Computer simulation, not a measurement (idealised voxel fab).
voxel capacitor over wiring: a process module
The cross-section shown here is cut; it is 270 nm wide and divided into square cells measuring 5 nm on a side.
Reading order for cross-sections: top band down to bottom band. Underlying form: a grid of square cells. Band size: one or more rows of cells. Top height, bottom height, nm. Materials left to right, width each, nm. Single material + "edge to edge" = fills band edge to edge. "blank" = empty. Height 0 is the level under which the wafer as received is all one material. The lowest band goes on downwards, as in "0..down". When a width is written as two numbers, as in "30->40", the first number is the width in the top row of cells of the band and the second is the width in its bottom row, and the width changes by the same amount from each row to the next. Where a step carries "left unchanged", the cross-section came out of it unchanged, cell for cell. Look at "Entrapped voids" for the closed voids: empty spaces with no open path to the top, sized 8 cells or up. Each is width x height at distance, distance from the left edge, all nm. Post-settings text on a step line: simulator's own remark regarding the step. You can add "overlay nm" to a step's line. For a step with a mask, it describes how far the mask lay to the right of its planned position, and a negative number describes a lay to the left.

## Set out below are the planned steps of the process
1 RECEIVE with material Si
2 CONFORMAL_DEP with material SiO2, thk nm 15
3 CONFORMAL_DEP with material SiCN, thk nm 5
4 DIRECTIONAL_DEP with material SiO2, thk nm 15
5 DIRECTIONAL_DEP with material aC, thk nm 10
6 PATTERN with tone open, mask id METAL_1, material resist, width nm 25, pitch nm 90, thk nm 25, overlay nm 0
7 DIRECTIONAL_ETCH with etch materials aC, depth nm 10
8 STRIP with etch materials resist
9 DIRECTIONAL_ETCH with etch materials SiO2, depth nm 15
10 DIRECTIONAL_ETCH with etch materials SiCN, depth nm 5
11 STRIP with etch materials aC
12 CONFORMAL_DEP with material TiN, thk nm 5
13 FILL_DEP with material Ru, thk nm 5
14 CMP with height nm 35
15 CONFORMAL_DEP with material SiCN, thk nm 5
16 DIRECTIONAL_DEP with material SiO2, thk nm 20
17 MASKED_ETCH with tone open, mask id PLUG_1, width nm 15, etch materials SiO2, depth nm 20, overlay nm 0
18 MASKED_ETCH with tone open, mask id PLUG_1, width nm 15, etch materials SiCN, depth nm 5, overlay nm 0
19 CONFORMAL_DEP with material TiN, thk nm 5
20 FILL_DEP with material Cu, thk nm 5
21 CMP with height nm 60
22 DIRECTIONAL_DEP with material TiN, thk nm 10
23 DIRECTIONAL_DEP with material HfO2, thk nm 5
24 DIRECTIONAL_DEP with material TiN, thk nm 5
25 DIRECTIONAL_DEP with material aC, thk nm 10
26 PATTERN with tone cover, mask id UPPER_PLATE, material resist, width nm 70, thk nm 25, overlay nm 0
27 DIRECTIONAL_ETCH with etch materials aC, depth nm 10
28 STRIP with etch materials resist
29 DIRECTIONAL_ETCH with etch materials TiN, depth nm 5
30 DIRECTIONAL_ETCH with etch materials HfO2, depth nm 5
31 STRIP with etch materials aC
32 DIRECTIONAL_DEP with material aC, thk nm 15
33 PATTERN with tone cover, mask id LOWER_PLATE, material resist, width nm 80, thk nm 30, overlay nm 0
34 DIRECTIONAL_ETCH with etch materials aC, depth nm 15
35 STRIP with etch materials resist
36 DIRECTIONAL_ETCH with etch materials TiN, depth nm 10
37 STRIP with etch materials aC
38 FILL_DEP with material SiO2, thk nm 20
39 CMP with height nm 95
40 MASKED_ETCH with tone open, mask id PLUG_2, width nm 15, etch materials SiO2, depth nm 15, overlay nm 0
41 CONFORMAL_DEP with material TiN, thk nm 5
42 FILL_DEP with material W, thk nm 5
43 CMP with height nm 95
44 CONFORMAL_DEP with material SiCN, thk nm 5

## Cross-section of the wafer as it came to us, i.e., already through step 1
	0..down: Si edge to edge
	Entrapped voids: none

## a wafer at the end: this start, this plan, one mistake
	100..95: SiCN edge to edge
	95..85: 95 SiO2 / 5 TiN / 5 W / 5 TiN / 160 SiO2
	85..75: 95->85 SiO2 / 15->70 TiN / 160->115 SiO2
	75..70: 85 SiO2 / 70 HfO2 / 115 SiO2
	70..60: 80 SiO2 / 80 TiN / 110 SiO2
	60..40: 85 SiO2 / 5 TiN / 5 Cu / 5 TiN / 170 SiO2
	40..35: 85 SiCN / 15 TiN / 170 SiCN
	35..20: 80 SiO2 / 5 TiN / 5 Ru / 5 TiN / 75 SiO2 / 5 TiN / 5 Ru / 5 TiN / 85 SiO2
	20..15: 80 SiCN / 15 TiN / 75 SiCN / 15 TiN / 85 SiCN
	15..0: SiO2 edge to edge
	0..down: Si edge to edge
	Entrapped voids: none
Heads up, the wafer didn't run the way we planned it: it should be noted that step 6 was executed with settings other than those planned, the operation and settings actually applied being PATTERN with tone open, mask id METAL_1, material resist, width nm 15, pitch nm 90, thk nm 25, overlay nm 0
